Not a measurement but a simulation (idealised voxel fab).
The process module presented herein is designated voxel self aligned contacts.
cross-section cut | 275 nm wide | cells 5 nm
When this document writes out a cross-section, it uses a grid of square cells and lists it as bands, beginning at the top and moving down, with a band standing for one or more rows of cells.
Read a band's entry like this: the first values are the height of its top and the height of its bottom in nm, and what follows is the sequence of materials from left to right, each with its width in nm. Note that "blank" is empty space, and that a single material marked "throughout" reaches across the band from edge to edge.
Convention: height 0 is the level below which the wafer, as received, is all one material. The lowest band does not terminate at the bottom but continues downward, represented as "0 nm and below".
Top row gets the first number, bottom row gets the second, and each row in between changes by the same step: that is how a band width like "30 to 40" works.
What does "same as before" mean for a step? It means no cell of the cross-section changed in that step.
Under "Closed voids list" you'll find the enclosed gaps, the ones with no way out to the top, that are 8 cells or bigger; each reads width x height at distance, with distance counted from the left edge, everything in nm.
On each step's line, the part that comes after the settings is the simulator's own comment on the step.
A step's line can hold "overlay nm"; with a mask on that step, the setting says how far right of the planned place the mask lay, while a negative setting says it lay to the left.

Set out below are the planned steps of the process
1,RECEIVE (material Si)
2,OXIDIZE (depth nm 5)
3,DIRECTIONAL_DEP (material polySi; thk nm 25)
4,DIRECTIONAL_DEP (material SiN; thk nm 15)
5,DIRECTIONAL_DEP (material aC; thk nm 10)
6,PATTERN (tone cover; mask id GATE; material resist; width nm 35; pitch nm 65; thk nm 25; overlay nm 0)
7,DIRECTIONAL_ETCH (etch materials aC; depth nm 10)
8,STRIP (etch materials resist)
9,DIRECTIONAL_ETCH (etch materials SiN; depth nm 15)
10,DIRECTIONAL_ETCH (etch materials polySi; depth nm 25)
11,STRIP (etch materials aC)
12,CONFORMAL_DEP (material SiN; thk nm 5)
13,DIRECTIONAL_ETCH (etch materials SiN; depth nm 5)
14,FILL_DEP (material SiO2; thk nm 20)
15,CMP (height nm 50)
16,DIRECTIONAL_DEP (material aC; thk nm 15)
17,PATTERN (tone open; mask id CONTACT; material resist; width nm 50; thk nm 35; overlay nm 0)
18,DIRECTIONAL_ETCH (etch materials aC; depth nm 15)
19,STRIP (etch materials resist)
20,DIRECTIONAL_ETCH (etch materials SiO2; depth nm 55)
21,STRIP (etch materials aC)
22,CONFORMAL_DEP (material TiN; thk nm 5)
23,FILL_DEP (material Ru; thk nm 5)
24,CMP (height nm 50)
25,CONFORMAL_DEP (material SiN; thk nm 5)

As-received wafer cross-section (after step 1)
  0 nm and below: Si throughout
  Closed voids list: none

The first of two wafers, cross-sectioned at the end of the module, with the run proceeding as planned
  55 nm to 50 nm: SiN throughout
  50 nm to 40 nm: SiO2=110; TiN=5 to 20; Ru=40 to 10; TiN=5 to 20; SiO2=115
  40 nm to 25 nm: SiO2=80; SiN=45; TiN=5; Ru=10; TiN=5; SiN=45; SiO2=85
  25 nm to 0 nm: SiO2=80; SiN=5; polySi=35; SiN=5; TiN=5; Ru=10; TiN=5; SiN=5; polySi=35; SiN=5; SiO2=85
  0 nm to -5 nm: SiO2=125; TiN=20; SiO2=130
  -5 nm and below: Si throughout
  Closed voids list: none

Wafer two (of two), end-of-module cross-section: start = wafer one, plan = wafer one, one run mistake
  55 nm to 50 nm: SiN throughout
  50 nm to 40 nm: SiO2=110; TiN=5 to 20; Ru=40 to 10; TiN=5 to 20; SiO2=115
  40 nm to 25 nm: SiO2=80; SiN=45; TiN=5; Ru=10; TiN=5; SiN=45; SiO2=85
  25 nm to 5 nm: SiO2=80; SiN=5; polySi=35; SiN=5; TiN=5; Ru=10; TiN=5; SiN=5; polySi=35; SiN=5; SiO2=85
  5 nm to 0 nm: SiO2=80; SiN=5; polySi=35; SiN=5; TiN=20; SiN=5; polySi=35; SiN=5; SiO2=85
  0 nm and below: Si throughout
  Closed voids list: none
Processing error: the run left out plan step 2 entirely, so it was never executed
at the end the second wafer has, in cells: Ru -2 | Si +55 | SiO2 -51 | TiN -2
